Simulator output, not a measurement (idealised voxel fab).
process module | voxel released beams
cross-section cut | 300 nm wide | cells 5 nm
A cross-section is a grid of square cells, given in bands from the top down. A band is one or more rows of cells.
Each band's line starts with the height of the band's top and of its bottom, in nm. Then come its materials from left to right, each with its width in nm. One material with "throughout" fills the band from edge to edge. "air" is empty space.
Height 0 is the level under which the wafer as received is all one material. The lowest band goes on downwards, as in "0 down".
A width such as "30 to 40" changes by the same amount from each row of cells to the next, from the band's top row to its bottom row.
"no change" after a step means that no cell of the cross-section changed.
closed voids: empty space of 8 cells or more with no open way to the top, each as width x height at its distance from the left edge, in nm
after a step's settings: what the simulator itself notes on the step
overlay nm, on a step with a mask: how far to the right of its planned place the mask lay; to the left if negative
plan
1 op RECEIVE | material Si
2 op CONFORMAL_DEP | material SiN | thk nm 10
3 op DIRECTIONAL_DEP | material SiO2 | thk nm 20
4 op MASKED_ETCH | tone open | mask id ANCHOR | width nm 40 | etch materials SiO2 | depth nm 20 | overlay nm 0
5 op CONFORMAL_DEP | material W | thk nm 15
6 op DIRECTIONAL_DEP | material aC | thk nm 15
7 op PATTERN | tone cover | mask id BEAM | material resist | width nm 100 | thk nm 30 | overlay nm 0
8 op DIRECTIONAL_ETCH | etch materials aC | depth nm 15
9 op STRIP | etch materials resist
10 op DIRECTIONAL_ETCH | etch materials W | depth nm 15
11 op STRIP | etch materials aC
12 op STRIP | etch materials SiO2
as received, after step 1
  0 down: Si throughout
  closed voids: none
a wafer at the end: this start, this plan, one mistake
  60 to 45: air 95 | W 100 | air 105
  45 to 30: W throughout
  30 to 10: SiO2 100 | W 40 | SiO2 160
  10 to 0: SiN throughout
  0 down: Si throughout
  closed voids: none
what went wrong: step 5 was run twice
